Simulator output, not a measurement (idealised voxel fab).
Documented hereafter: the process module known as voxel wiring stack.
The width of the displayed cross-section, cut, is 210 nm; its cells are square, with a size of 5 nm.
The cross-sections in this document take the form of a grid made of square cells. They are written out as bands, in order from top to bottom. Each band consists of one or more rows of cells.
A band entry consists of two parts. The first gives the height of the band's top and the height of its bottom, in nm. The rest lists the band's materials from left to right, each with its width in nm. A single material labelled with the word "all across" fills the band from edge to edge, and the word "blank" marks empty space.
Heights are measured from 0, the level below which the as-received wafer is all one material; the lowest band has no bottom and continues downward, written as in "0 and below".
Top row gets the first number, bottom row gets the second, and each row in between changes by the same step: that is how a band width like "30->40" works.
You'll sometimes find "no change occurred" written for a step, and that's the way of saying that nowhere in the cross-section did a cell change during that step.
For the entry "Voids, enclosed", the listed items are empty spaces with no open way to the top whose size is 8 cells or more; each item follows the pattern width x height at distance, where distance is from the left edge and all three are in nm.
Formally, on a step line, whatever follows the settings is a remark that the simulator itself makes on the step.
A step's line can hold "overlay nm"; with a mask on that step, the setting says how far right of the planned place the mask lay, while a negative setting says it lay to the left.
Pairs, read this way: before one process step on the one hand, after it on the other, the after cross-section ending at the lowest band that changed; the step between, settings included, beneath. Same starting wafer throughout, but possibly different runs of this module, so no pair continues from the pair above unless its entry headed "Before processing step" says so.

### Before processing step
150 down to 135: SiO2=60; blank=30; SiO2=30; blank=30; SiO2=60
135 down to 120: SiO2=60; blank=15; SiO2=45; blank=15; SiO2=75
120 down to 115: SiCN all across
115 down to 105: SiO2=55; SiCN=5; Ru=30; SiCN=5; SiO2=20; SiCN=5; Ru=30; SiCN=5; SiO2=55
105 down to 100: SiCN=60; TiN=30; SiCN=30; TiN=30; SiCN=60
100 down to 90: TiN all across
90 down to 75: SiO2=60; Ru=15; SiO2=135
75 down to 70: SiCN=60; Ru=15; SiCN=135
70 down to 60: lowk=60; TiN=5; Ru=20; TiN=5; lowk=30; TiN=5; Ru=20; TiN=5; lowk=60
60 down to 55: lowk=60; TiN=5; Ru=5; TiN=20; lowk=30; TiN=5; Ru=5; TiN=20; lowk=60
55 down to 45: lowk=60; TiN=5; Ru=5; TiN=5; lowk=45; TiN=5; Ru=5; TiN=5; lowk=75
45 down to 40: SiCN=60; TiN=15; SiCN=45; TiN=15; SiCN=75
40 down to 15: SiO2=60; TiN=5; Cu=20; TiN=5; SiO2=30; TiN=5; Cu=20; TiN=5; SiO2=60
15 down to 10: SiCN=60; TiN=30; SiCN=30; TiN=30; SiCN=60
10 down to 0: SiO2 all across
0 and below: Si all across
Voids, enclosed: none

### State After Step
150 down to 135: SiO2=60; blank=30; SiO2=30; blank=30; SiO2=60
135 down to 120: SiO2=60; blank=15; SiO2=45; blank=15; SiO2=75
120 down to 115: SiCN=60; blank=15; SiCN=45; blank=15; SiCN=75
No changes below 115.
Voids, enclosed: none
Process step (between the before and after cross-sections above): MASKED_ETCH,tone open,mask id METAL_4,width nm 30,pitch nm 60,etch materials SiCN,depth nm 5,overlay nm 0

Before processing step: It is represented by the cross-section appearing after the step of the pair directly above.

### State After Step
155 down to 150: TiN=65; blank=20; TiN=40; blank=20; TiN=65
150 down to 140: SiO2=60; TiN=5; blank=20; TiN=5; SiO2=30; TiN=5; blank=20; TiN=5; SiO2=60
140 down to 135: SiO2=60; TiN=5; blank=5; TiN=20; SiO2=30; TiN=5; blank=5; TiN=20; SiO2=60
135 down to 120: SiO2=60; TiN=5; blank=5; TiN=5; SiO2=45; TiN=5; blank=5; TiN=5; SiO2=75
120 down to 115: SiCN=60; TiN=15; SiCN=45; TiN=15; SiCN=75
No changes below 115.
Voids, enclosed: none
Process step (between the before and after cross-sections above): CONFORMAL_DEP,material TiN,thk nm 5

Before processing step: It is represented by the cross-section appearing after the step of the pair directly above.

### State After Step
165 down to 155: Cu all across
155 down to 150: TiN=65; Cu=20; TiN=40; Cu=20; TiN=65
150 down to 140: SiO2=60; TiN=5; Cu=20; TiN=5; SiO2=30; TiN=5; Cu=20; TiN=5; SiO2=60
140 down to 135: SiO2=60; TiN=5; Cu=5; TiN=20; SiO2=30; TiN=5; Cu=5; TiN=20; SiO2=60
135 down to 120: SiO2=60; TiN=5; Cu=5; TiN=5; SiO2=45; TiN=5; Cu=5; TiN=5; SiO2=75
No changes below 120.
Voids, enclosed: none
Process step (between the before and after cross-sections above): FILL_DEP,material Cu,thk nm 10

Before processing step: It is represented by the cross-section appearing after the step of the pair directly above.

### State After Step
150 down to 140: SiO2=60; TiN=5; Cu=20; TiN=5; SiO2=30; TiN=5; Cu=20; TiN=5; SiO2=60
No changes below 140.
Voids, enclosed: none
Process step (between the before and after cross-sections above): CMP,height nm 150

Before processing step: It is represented by the cross-section appearing after the step of the pair directly above.

### State After Step
155 down to 150: SiCN all across
No changes below 150.
Voids, enclosed: none
Process step (between the before and after cross-sections above): CONFORMAL_DEP,material SiCN,thk nm 5

### Before processing step
115 down to 95: Ru all across
95 down to 90: TiN all across
90 down to 75: SiO2=60; Ru=15; SiO2=135
75 down to 70: SiCN=60; Ru=15; SiCN=135
70 down to 60: lowk=60; TiN=5; Ru=20; TiN=5; lowk=30; TiN=5; Ru=20; TiN=5; lowk=60
60 down to 55: lowk=60; TiN=5; Ru=5; TiN=20; lowk=30; TiN=5; Ru=5; TiN=20; lowk=60
55 down to 45: lowk=60; TiN=5; Ru=5; TiN=5; lowk=45; TiN=5; Ru=5; TiN=5; lowk=75
45 down to 40: SiCN=60; TiN=15; SiCN=45; TiN=15; SiCN=75
40 down to 15: SiO2=60; TiN=5; Cu=20; TiN=5; SiO2=30; TiN=5; Cu=20; TiN=5; SiO2=60
15 down to 10: SiCN=60; TiN=30; SiCN=30; TiN=30; SiCN=60
10 down to 0: SiO2 all across
0 and below: Si all across
Voids, enclosed: none

### State After Step
135 down to 115: blank=65; resist=20; blank=40; resist=20; blank=65
No changes below 115.
Voids, enclosed: none
Process step (between the before and after cross-sections above): PATTERN,tone cover,mask id METAL_3,material resist,width nm 20,pitch nm 60,thk nm 20,overlay nm 0

Before processing step: It is represented by the cross-section appearing after the step of the pair directly above.

### State After Step
135 down to 115: blank=65; resist=20; blank=40; resist=20; blank=65
115 down to 95: blank=65; Ru=20; blank=40; Ru=20; blank=65
No changes below 95.
Voids, enclosed: none
Process step (between the before and after cross-sections above): DIRECTIONAL_ETCH,etch materials Ru,depth nm 20

Before processing step: It is represented by the cross-section appearing after the step of the pair directly above.

### State After Step
135 down to 115: blank=65; resist=20; blank=40; resist=20; blank=65
115 down to 95: blank=65; Ru=20; blank=40; Ru=20; blank=65
95 down to 90: blank=65; TiN=20; blank=40; TiN=20; blank=65
No changes below 90.
Voids, enclosed: none
Process step (between the before and after cross-sections above): DIRECTIONAL_ETCH,etch materials TiN,depth nm 5

Before processing step: It is represented by the cross-section appearing after the step of the pair directly above.

### State After Step
115 down to 95: blank=65; Ru=20; blank=40; Ru=20; blank=65
No changes below 95.
Voids, enclosed: none
Process step (between the before and after cross-sections above): STRIP,etch materials resist

Before processing step: It is represented by the cross-section appearing after the step of the pair directly above.

### State After Step
120 down to 115: blank=60; SiCN=30; blank=30; SiCN=30; blank=60
115 down to 95: blank=60; SiCN=5; Ru=20; SiCN=5; blank=30; SiCN=5; Ru=20; SiCN=5; blank=60
95 down to 90: SiCN=65; TiN=20; SiCN=40; TiN=20; SiCN=65
No changes below 90.
Voids, enclosed: none
Process step (between the before and after cross-sections above): CONFORMAL_DEP,material SiCN,thk nm 5

Before processing step: It is represented by the cross-section appearing after the step of the pair directly above.

### State After Step
130 down to 120: SiO2 all across
120 down to 115: SiO2=60; SiCN=30; SiO2=30; SiCN=30; SiO2=60
115 down to 95: SiO2=60; SiCN=5; Ru=20; SiCN=5; SiO2=30; SiCN=5; Ru=20; SiCN=5; SiO2=60
No changes below 95.
Voids, enclosed: none
Process step (between the before and after cross-sections above): FILL_DEP,material SiO2,thk nm 10

Before processing step: It is represented by the cross-section appearing after the step of the pair directly above.

### State After Step
115 down to 95: SiO2=60; SiCN=5; Ru=20; SiCN=5; SiO2=30; SiCN=5; Ru=20; SiCN=5; SiO2=60
No changes below 95.
Voids, enclosed: none
Process step (between the before and after cross-sections above): CMP,height nm 115

Before processing step: It is represented by the cross-section appearing after the step of the pair directly above.

### State After Step
120 down to 115: SiCN all across
No changes below 115.
Voids, enclosed: none
Process step (between the before and after cross-sections above): CONFORMAL_DEP,material SiCN,thk nm 5

Before processing step: It is represented by the cross-section appearing after the step of the pair directly above.

### State After Step
150 down to 120: SiO2 all across
No changes below 120.
Voids, enclosed: none
Process step (between the before and after cross-sections above): DIRECTIONAL_DEP,material SiO2,thk nm 30

Before processing step: It is represented by the cross-section appearing after the step of the pair directly above.

### State After Step
165 down to 150: resist=60; blank=15; resist=45; blank=15; resist=75
No changes below 150.
Voids, enclosed: none
Process step (between the before and after cross-sections above): PATTERN,tone open,mask id METAL_4_HOLES,material resist,width nm 15,pitch nm 60,thk nm 15,overlay nm 0

Before processing step: It is represented by the cross-section appearing after the step of the pair directly above.

### State After Step
165 down to 150: resist=60; blank=15; resist=45; blank=15; resist=75
150 down to 120: SiO2=60; blank=15; SiO2=45; blank=15; SiO2=75
No changes below 120.
Voids, enclosed: none
Process step (between the before and after cross-sections above): DIRECTIONAL_ETCH,etch materials SiO2,depth nm 30

Before processing step: It is represented by the cross-section appearing after the step of the pair directly above.

### State After Step
150 down to 120: SiO2=60; blank=15; SiO2=45; blank=15; SiO2=75
No changes below 120.
Voids, enclosed: none
Process step (between the before and after cross-sections above): STRIP,etch materials resist

Before processing step: It is represented by the cross-section appearing after the step of the pair directly above.

### State After Step
150 down to 135: SiO2=60; blank=30; SiO2=30; blank=30; SiO2=60
No changes below 135.
Voids, enclosed: none
Process step (between the before and after cross-sections above): MASKED_ETCH,tone open,mask id METAL_4,width nm 30,pitch nm 60,etch materials SiO2,depth nm 15,overlay nm 0

Before processing step: It is represented by the cross-section appearing after the step of the pair directly above.

### State After Step
150 down to 135: SiO2=60; blank=30; SiO2=30; blank=30; SiO2=60
135 down to 120: SiO2=60; blank=15; SiO2=45; blank=15; SiO2=75
120 down to 115: SiCN=60; blank=15; SiCN=45; blank=15; SiCN=75
No changes below 115.
Voids, enclosed: none
Process step (between the before and after cross-sections above): MASKED_ETCH,tone open,mask id METAL_4,width nm 30,pitch nm 60,etch materials SiCN,depth nm 5,overlay nm 0

Before processing step: It is represented by the cross-section appearing after the step of the pair directly above.

### State After Step
155 down to 150: TiN=65; blank=20; TiN=40; blank=20; TiN=65
150 down to 140: SiO2=60; TiN=5; blank=20; TiN=5; SiO2=30; TiN=5; blank=20; TiN=5; SiO2=60
140 down to 135: SiO2=60; TiN=5; blank=5; TiN=20; SiO2=30; TiN=5; blank=5; TiN=20; SiO2=60
135 down to 120: SiO2=60; TiN=5; blank=5; TiN=5; SiO2=45; TiN=5; blank=5; TiN=5; SiO2=75
120 down to 115: SiCN=60; TiN=15; SiCN=45; TiN=15; SiCN=75
No changes below 115.
Voids, enclosed: none
Process step (between the before and after cross-sections above): CONFORMAL_DEP,material TiN,thk nm 5

Before processing step: It is represented by the cross-section appearing after the step of the pair directly above.

### State After Step
165 down to 155: Cu all across
155 down to 150: TiN=65; Cu=20; TiN=40; Cu=20; TiN=65
150 down to 140: SiO2=60; TiN=5; Cu=20; TiN=5; SiO2=30; TiN=5; Cu=20; TiN=5; SiO2=60
140 down to 135: SiO2=60; TiN=5; Cu=5; TiN=20; SiO2=30; TiN=5; Cu=5; TiN=20; SiO2=60
135 down to 120: SiO2=60; TiN=5; Cu=5; TiN=5; SiO2=45; TiN=5; Cu=5; TiN=5; SiO2=75
No changes below 120.
Voids, enclosed: none
Process step (between the before and after cross-sections above): FILL_DEP,material Cu,thk nm 10

Before processing step: It is represented by the cross-section appearing after the step of the pair directly above.

### State After Step
150 down to 140: SiO2=60; TiN=5; Cu=20; TiN=5; SiO2=30; TiN=5; Cu=20; TiN=5; SiO2=60
No changes below 140.
Voids, enclosed: none
Process step (between the before and after cross-sections above): CMP,height nm 150

Before processing step: It is represented by the cross-section appearing after the step of the pair directly above.

### State After Step
155 down to 150: SiCN all across
No changes below 150.
Voids, enclosed: none
Process step (between the before and after cross-sections above): CONFORMAL_DEP,material SiCN,thk nm 5

### Before processing step
70 down to 45: lowk=60; blank=15; lowk=45; blank=15; lowk=75
45 down to 40: SiCN all across
40 down to 15: SiO2=60; TiN=5; Cu=20; TiN=5; SiO2=30; TiN=5; Cu=20; TiN=5; SiO2=60
15 down to 10: SiCN=60; TiN=30; SiCN=30; TiN=30; SiCN=60
10 down to 0: SiO2 all across
0 and below: Si all across
Voids, enclosed: none

### State After Step
90 down to 70: resist=50; blank=30; resist=30; blank=30; resist=70
No changes below 70.
Voids, enclosed: none
Process step (between the before and after cross-sections above): PATTERN,tone open,mask id METAL_2,material resist,width nm 30,pitch nm 60,thk nm 20,overlay nm -10

Before processing step: It is represented by the cross-section appearing after the step of the pair directly above.

### State After Step
90 down to 70: resist=50; blank=30; resist=30; blank=30; resist=70
70 down to 55: lowk=50; blank=30; lowk=30; blank=30; lowk=70
No changes below 55.
Voids, enclosed: none
Process step (between the before and after cross-sections above): DIRECTIONAL_ETCH,etch materials lowk,depth nm 15

Before processing step: It is represented by the cross-section appearing after the step of the pair directly above.

### State After Step
90 down to 70: resist=50; blank=30; resist=30; blank=30; resist=70
70 down to 55: lowk=50; blank=30; lowk=30; blank=30; lowk=70
55 down to 45: lowk=60; blank=15; lowk=45; blank=15; lowk=75
45 down to 40: SiCN=60; blank=15; SiCN=45; blank=15; SiCN=75
No changes below 40.
Voids, enclosed: none
Process step (between the before and after cross-sections above): DIRECTIONAL_ETCH,etch materials SiCN,depth nm 5

Before processing step: It is represented by the cross-section appearing after the step of the pair directly above.

### State After Step
70 down to 55: lowk=50; blank=30; lowk=30; blank=30; lowk=70
No changes below 55.
Voids, enclosed: none
Process step (between the before and after cross-sections above): STRIP,etch materials resist

Before processing step: It is represented by the cross-section appearing after the step of the pair directly above.

### State After Step
75 down to 70: TiN=55; blank=20; TiN=40; blank=20; TiN=75
70 down to 60: lowk=50; TiN=5; blank=20; TiN=5; lowk=30; TiN=5; blank=20; TiN=5; lowk=70
60 down to 55: lowk=50; TiN=15; blank=5; TiN=10; lowk=30; TiN=15; blank=5; TiN=10; lowk=70
55 down to 45: lowk=60; TiN=5; blank=5; TiN=5; lowk=45; TiN=5; blank=5; TiN=5; lowk=75
45 down to 40: SiCN=60; TiN=15; SiCN=45; TiN=15; SiCN=75
No changes below 40.
Voids, enclosed: none
Process step (between the before and after cross-sections above): CONFORMAL_DEP,material TiN,thk nm 5

Before processing step: It is represented by the cross-section appearing after the step of the pair directly above.

### State After Step
85 down to 75: Ru all across
75 down to 70: TiN=55; Ru=20; TiN=40; Ru=20; TiN=75
70 down to 60: lowk=50; TiN=5; Ru=20; TiN=5; lowk=30; TiN=5; Ru=20; TiN=5; lowk=70
60 down to 55: lowk=50; TiN=15; Ru=5; TiN=10; lowk=30; TiN=15; Ru=5; TiN=10; lowk=70
55 down to 45: lowk=60; TiN=5; Ru=5; TiN=5; lowk=45; TiN=5; Ru=5; TiN=5; lowk=75
No changes below 45.
Voids, enclosed: none
Process step (between the before and after cross-sections above): FILL_DEP,material Ru,thk nm 10

Before processing step: It is represented by the cross-section appearing after the step of the pair directly above.

### State After Step
70 down to 60: lowk=50; TiN=5; Ru=20; TiN=5; lowk=30; TiN=5; Ru=20; TiN=5; lowk=70
No changes below 60.
Voids, enclosed: none
Process step (between the before and after cross-sections above): CMP,height nm 70

Before processing step: It is represented by the cross-section appearing after the step of the pair directly above.

### State After Step
75 down to 70: SiCN all across
No changes below 70.
Voids, enclosed: none
Process step (between the before and after cross-sections above): CONFORMAL_DEP,material SiCN,thk nm 5

Before processing step: It is represented by the cross-section appearing after the step of the pair directly above.

### State After Step
90 down to 75: SiO2 all across
No changes below 75.
Voids, enclosed: none
Process step (between the before and after cross-sections above): DIRECTIONAL_DEP,material SiO2,thk nm 15

Before processing step: It is represented by the cross-section appearing after the step of the pair directly above.

### State After Step
105 down to 90: resist=60; blank=15; resist=135
No changes below 90.
Voids, enclosed: none
Process step (between the before and after cross-sections above): PATTERN,tone open,mask id PLUG_2,material resist,width nm 15,thk nm 15,overlay nm 0

Before processing step: It is represented by the cross-section appearing after the step of the pair directly above.

### State After Step
105 down to 90: resist=60; blank=15; resist=135
90 down to 75: SiO2=60; blank=15; SiO2=135
No changes below 75.
Voids, enclosed: none
Process step (between the before and after cross-sections above): DIRECTIONAL_ETCH,etch materials SiO2,depth nm 15

Before processing step: It is represented by the cross-section appearing after the step of the pair directly above.

### State After Step
105 down to 90: resist=60; blank=15; resist=135
90 down to 75: SiO2=60; blank=15; SiO2=135
75 down to 70: SiCN=60; blank=15; SiCN=135
No changes below 70.
Voids, enclosed: none
Process step (between the before and after cross-sections above): DIRECTIONAL_ETCH,etch materials SiCN,depth nm 5

Before processing step: It is represented by the cross-section appearing after the step of the pair directly above.

### State After Step
90 down to 75: SiO2=60; blank=15; SiO2=135
No changes below 75.
Voids, enclosed: none
Process step (between the before and after cross-sections above): STRIP,etch materials resist

Before processing step: It is represented by the cross-section appearing after the step of the pair directly above.

### State After Step
90 down to 80: SiO2=60; blank=15; SiO2=135
80 down to 75: SiO2=60; Ru=15; SiO2=135
75 down to 70: SiCN=60; Ru=15; SiCN=135
No changes below 70.
Voids, enclosed: none
Process step (between the before and after cross-sections above): EPI,material Ru,thk nm 10

Before processing step: It is represented by the cross-section appearing after the step of the pair directly above.

### State After Step
90 down to 75: SiO2=60; Ru=15; SiO2=135
No changes below 75.
Voids, enclosed: none
Process step (between the before and after cross-sections above): EPI,material Ru,thk nm 10

Before processing step: It is represented by the cross-section appearing after the step of the pair directly above.

### State After Step
95 down to 90: TiN all across
No changes below 90.
Voids, enclosed: none
Process step (between the before and after cross-sections above): DIRECTIONAL_DEP,material TiN,thk nm 5

Before processing step: It is represented by the cross-section appearing after the step of the pair directly above.

### State After Step
115 down to 95: Ru all across
No changes below 95.
Voids, enclosed: none
Process step (between the before and after cross-sections above): DIRECTIONAL_DEP,material Ru,thk nm 20

Before processing step: It is represented by the cross-section appearing after the step of the pair directly above.

### State After Step
135 down to 115: blank=60; resist=30; blank=30; resist=30; blank=60
No changes below 115.
Voids, enclosed: none
Process step (between the before and after cross-sections above): PATTERN,tone cover,mask id METAL_3,material resist,width nm 30,pitch nm 60,thk nm 20,overlay nm 0

Before processing step: It is represented by the cross-section appearing after the step of the pair directly above.

### State After Step
135 down to 115: blank=60; resist=30; blank=30; resist=30; blank=60
115 down to 95: blank=60; Ru=30; blank=30; Ru=30; blank=60
No changes below 95.
Voids, enclosed: none
Process step (between the before and after cross-sections above): DIRECTIONAL_ETCH,etch materials Ru,depth nm 20

Before processing step: It is represented by the cross-section appearing after the step of the pair directly above.

### State After Step
135 down to 115: blank=60; resist=30; blank=30; resist=30; blank=60
115 down to 95: blank=60; Ru=30; blank=30; Ru=30; blank=60
95 down to 90: blank=60; TiN=30; blank=30; TiN=30; blank=60
No changes below 90.
Voids, enclosed: none
Process step (between the before and after cross-sections above): DIRECTIONAL_ETCH,etch materials TiN,depth nm 5

Before processing step: It is represented by the cross-section appearing after the step of the pair directly above.

### State After Step
115 down to 95: blank=60; Ru=30; blank=30; Ru=30; blank=60
No changes below 95.
Voids, enclosed: none
Process step (between the before and after cross-sections above): STRIP,etch materials resist

Before processing step: It is represented by the cross-section appearing after the step of the pair directly above.

### State After Step
120 down to 115: blank=55; SiCN=40; blank=20; SiCN=40; blank=55
115 down to 95: blank=55; SiCN=5; Ru=30; SiCN=5; blank=20; SiCN=5; Ru=30; SiCN=5; blank=55
95 down to 90: SiCN=60; TiN=30; SiCN=30; TiN=30; SiCN=60
No changes below 90.
Voids, enclosed: none
Process step (between the before and after cross-sections above): CONFORMAL_DEP,material SiCN,thk nm 5

Before processing step: It is represented by the cross-section appearing after the step of the pair directly above.

### State After Step
130 down to 120: SiO2 all across
120 down to 115: SiO2=55; SiCN=40; SiO2=20; SiCN=40; SiO2=55
115 down to 95: SiO2=55; SiCN=5; Ru=30; SiCN=5; SiO2=20; SiCN=5; Ru=30; SiCN=5; SiO2=55
No changes below 95.
Voids, enclosed: none
Process step (between the before and after cross-sections above): FILL_DEP,material SiO2,thk nm 10

Before processing step: It is represented by the cross-section appearing after the step of the pair directly above.

### State After Step
115 down to 95: SiO2=55; SiCN=5; Ru=30; SiCN=5; SiO2=20; SiCN=5; Ru=30; SiCN=5; SiO2=55
No changes below 95.
Voids, enclosed: none
Process step (between the before and after cross-sections above): CMP,height nm 115

Before processing step: It is represented by the cross-section appearing after the step of the pair directly above.

### State After Step
120 down to 115: SiCN all across
No changes below 115.
Voids, enclosed: none
Process step (between the before and after cross-sections above): CONFORMAL_DEP,material SiCN,thk nm 5

Before processing step: It is represented by the cross-section appearing after the step of the pair directly above.

### State After Step
150 down to 120: SiO2 all across
No changes below 120.
Voids, enclosed: none
Process step (between the before and after cross-sections above): DIRECTIONAL_DEP,material SiO2,thk nm 30

Before processing step: It is represented by the cross-section appearing after the step of the pair directly above.

### State After Step
165 down to 150: resist=60; blank=15; resist=45; blank=15; resist=75
No changes below 150.
Voids, enclosed: none
Process step (between the before and after cross-sections above): PATTERN,tone open,mask id METAL_4_HOLES,material resist,width nm 15,pitch nm 60,thk nm 15,overlay nm 0

Before processing step: It is represented by the cross-section appearing after the step of the pair directly above.

### State After Step
165 down to 150: resist=60; blank=15; resist=45; blank=15; resist=75
150 down to 120: SiO2=60; blank=15; SiO2=45; blank=15; SiO2=75
No changes below 120.
Voids, enclosed: none
Process step (between the before and after cross-sections above): DIRECTIONAL_ETCH,etch materials SiO2,depth nm 30

Before processing step: It is represented by the cross-section appearing after the step of the pair directly above.

### State After Step
150 down to 120: SiO2=60; blank=15; SiO2=45; blank=15; SiO2=75
No changes below 120.
Voids, enclosed: none
Process step (between the before and after cross-sections above): STRIP,etch materials resist

Before processing step: It is represented by the cross-section appearing after the step of the pair directly above.

### State After Step
150 down to 135: SiO2=60; blank=30; SiO2=30; blank=30; SiO2=60
No changes below 135.
Voids, enclosed: none
Process step (between the before and after cross-sections above): MASKED_ETCH,tone open,mask id METAL_4,width nm 30,pitch nm 60,etch materials SiO2,depth nm 15,overlay nm 0

Before processing step: It is represented by the cross-section appearing after the step of the pair directly above.

### State After Step
150 down to 135: SiO2=60; blank=30; SiO2=30; blank=30; SiO2=60
135 down to 120: SiO2=60; blank=15; SiO2=45; blank=15; SiO2=75
120 down to 115: SiCN=60; blank=15; SiCN=45; blank=15; SiCN=75
No changes below 115.
Voids, enclosed: none
Process step (between the before and after cross-sections above): MASKED_ETCH,tone open,mask id METAL_4,width nm 30,pitch nm 60,etch materials SiCN,depth nm 5,overlay nm 0

Before processing step: It is represented by the cross-section appearing after the step of the pair directly above.

### State After Step
155 down to 150: TiN=65; blank=20; TiN=40; blank=20; TiN=65
150 down to 140: SiO2=60; TiN=5; blank=20; TiN=5; SiO2=30; TiN=5; blank=20; TiN=5; SiO2=60
140 down to 135: SiO2=60; TiN=5; blank=5; TiN=20; SiO2=30; TiN=5; blank=5; TiN=20; SiO2=60
135 down to 120: SiO2=60; TiN=5; blank=5; TiN=5; SiO2=45; TiN=5; blank=5; TiN=5; SiO2=75
120 down to 115: SiCN=60; TiN=15; SiCN=45; TiN=15; SiCN=75
No changes below 115.
Voids, enclosed: none
Process step (between the before and after cross-sections above): CONFORMAL_DEP,material TiN,thk nm 5

Before processing step: It is represented by the cross-section appearing after the step of the pair directly above.

### State After Step
165 down to 155: Cu all across
155 down to 150: TiN=65; Cu=20; TiN=40; Cu=20; TiN=65
150 down to 140: SiO2=60; TiN=5; Cu=20; TiN=5; SiO2=30; TiN=5; Cu=20; TiN=5; SiO2=60
140 down to 135: SiO2=60; TiN=5; Cu=5; TiN=20; SiO2=30; TiN=5; Cu=5; TiN=20; SiO2=60
135 down to 120: SiO2=60; TiN=5; Cu=5; TiN=5; SiO2=45; TiN=5; Cu=5; TiN=5; SiO2=75
No changes below 120.
Voids, enclosed: none
Process step (between the before and after cross-sections above): FILL_DEP,material Cu,thk nm 10

Before processing step: It is represented by the cross-section appearing after the step of the pair directly above.

### State After Step
150 down to 140: SiO2=60; TiN=5; Cu=20; TiN=5; SiO2=30; TiN=5; Cu=20; TiN=5; SiO2=60
No changes below 140.
Voids, enclosed: none
Process step (between the before and after cross-sections above): CMP,height nm 150

Before processing step: It is represented by the cross-section appearing after the step of the pair directly above.

### State After Step
155 down to 150: SiCN all across
No changes below 150.
Voids, enclosed: none
Process step (between the before and after cross-sections above): CONFORMAL_DEP,material SiCN,thk nm 5

### Before processing step
120 down to 115: blank=55; SiCN=40; blank=20; SiCN=40; blank=55
115 down to 95: blank=55; SiCN=5; Ru=30; SiCN=5; blank=20; SiCN=5; Ru=30; SiCN=5; blank=55
95 down to 90: SiCN=60; TiN=30; SiCN=30; TiN=30; SiCN=60
90 down to 75: SiO2=60; Ru=15; SiO2=135
75 down to 70: SiCN=60; Ru=15; SiCN=135
70 down to 60: lowk=60; TiN=5; Ru=20; TiN=5; lowk=30; TiN=5; Ru=20; TiN=5; lowk=60
60 down to 55: lowk=60; TiN=5; Ru=5; TiN=20; lowk=30; TiN=5; Ru=5; TiN=20; lowk=60
55 down to 45: lowk=60; TiN=5; Ru=5; TiN=5; lowk=45; TiN=5; Ru=5; TiN=5; lowk=75
45 down to 40: SiCN=60; TiN=15; SiCN=45; TiN=15; SiCN=75
40 down to 15: SiO2=60; TiN=5; Cu=20; TiN=5; SiO2=30; TiN=5; Cu=20; TiN=5; SiO2=60
15 down to 10: SiCN=60; TiN=30; SiCN=30; TiN=30; SiCN=60
10 down to 0: SiO2 all across
0 and below: Si all across
Voids, enclosed: none

### State After Step
130 down to 120: TiN all across
120 down to 115: TiN=55; SiCN=40; TiN=20; SiCN=40; TiN=55
115 down to 95: TiN=55; SiCN=5; Ru=30; SiCN=5; TiN=20; SiCN=5; Ru=30; SiCN=5; TiN=55
No changes below 95.
Voids, enclosed: none
Process step (between the before and after cross-sections above): FILL_DEP,material TiN,thk nm 10

Before processing step: It is represented by the cross-section appearing after the step of the pair directly above.

### State After Step
115 down to 95: TiN=55; SiCN=5; Ru=30; SiCN=5; TiN=20; SiCN=5; Ru=30; SiCN=5; TiN=55
No changes below 95.
Voids, enclosed: none
Process step (between the before and after cross-sections above): CMP,height nm 115

Before processing step: It is represented by the cross-section appearing after the step of the pair directly above.

### State After Step
120 down to 115: SiCN all across
No changes below 115.
Voids, enclosed: none
Process step (between the before and after cross-sections above): CONFORMAL_DEP,material SiCN,thk nm 5

Before processing step: It is represented by the cross-section appearing after the step of the pair directly above.

### State After Step
150 down to 120: SiO2 all across
No changes below 120.
Voids, enclosed: none
Process step (between the before and after cross-sections above): DIRECTIONAL_DEP,material SiO2,thk nm 30

Before processing step: It is represented by the cross-section appearing after the step of the pair directly above.

### State After Step
165 down to 150: resist=60; blank=15; resist=45; blank=15; resist=75
No changes below 150.
Voids, enclosed: none
Process step (between the before and after cross-sections above): PATTERN,tone open,mask id METAL_4_HOLES,material resist,width nm 15,pitch nm 60,thk nm 15,overlay nm 0

Before processing step: It is represented by the cross-section appearing after the step of the pair directly above.

### State After Step
165 down to 150: resist=60; blank=15; resist=45; blank=15; resist=75
150 down to 120: SiO2=60; blank=15; SiO2=45; blank=15; SiO2=75
No changes below 120.
Voids, enclosed: none
Process step (between the before and after cross-sections above): DIRECTIONAL_ETCH,etch materials SiO2,depth nm 30

Before processing step: It is represented by the cross-section appearing after the step of the pair directly above.

### State After Step
150 down to 120: SiO2=60; blank=15; SiO2=45; blank=15; SiO2=75
No changes below 120.
Voids, enclosed: none
Process step (between the before and after cross-sections above): STRIP,etch materials resist

Before processing step: It is represented by the cross-section appearing after the step of the pair directly above.

### State After Step
150 down to 135: SiO2=60; blank=30; SiO2=30; blank=30; SiO2=60
No changes below 135.
Voids, enclosed: none
Process step (between the before and after cross-sections above): MASKED_ETCH,tone open,mask id METAL_4,width nm 30,pitch nm 60,etch materials SiO2,depth nm 15,overlay nm 0

Before processing step: It is represented by the cross-section appearing after the step of the pair directly above.

### State After Step
150 down to 135: SiO2=60; blank=30; SiO2=30; blank=30; SiO2=60
135 down to 120: SiO2=60; blank=15; SiO2=45; blank=15; SiO2=75
120 down to 115: SiCN=60; blank=15; SiCN=45; blank=15; SiCN=75
No changes below 115.
Voids, enclosed: none
Process step (between the before and after cross-sections above): MASKED_ETCH,tone open,mask id METAL_4,width nm 30,pitch nm 60,etch materials SiCN,depth nm 5,overlay nm 0

Before processing step: It is represented by the cross-section appearing after the step of the pair directly above.

### State After Step
155 down to 150: TiN=65; blank=20; TiN=40; blank=20; TiN=65
150 down to 140: SiO2=60; TiN=5; blank=20; TiN=5; SiO2=30; TiN=5; blank=20; TiN=5; SiO2=60
140 down to 135: SiO2=60; TiN=5; blank=5; TiN=20; SiO2=30; TiN=5; blank=5; TiN=20; SiO2=60
135 down to 120: SiO2=60; TiN=5; blank=5; TiN=5; SiO2=45; TiN=5; blank=5; TiN=5; SiO2=75
120 down to 115: SiCN=60; TiN=15; SiCN=45; TiN=15; SiCN=75
No changes below 115.
Voids, enclosed: none
Process step (between the before and after cross-sections above): CONFORMAL_DEP,material TiN,thk nm 5

Before processing step: It is represented by the cross-section appearing after the step of the pair directly above.

### State After Step
165 down to 155: Cu all across
155 down to 150: TiN=65; Cu=20; TiN=40; Cu=20; TiN=65
150 down to 140: SiO2=60; TiN=5; Cu=20; TiN=5; SiO2=30; TiN=5; Cu=20; TiN=5; SiO2=60
140 down to 135: SiO2=60; TiN=5; Cu=5; TiN=20; SiO2=30; TiN=5; Cu=5; TiN=20; SiO2=60
135 down to 120: SiO2=60; TiN=5; Cu=5; TiN=5; SiO2=45; TiN=5; Cu=5; TiN=5; SiO2=75
No changes below 120.
Voids, enclosed: none
Process step (between the before and after cross-sections above): FILL_DEP,material Cu,thk nm 10
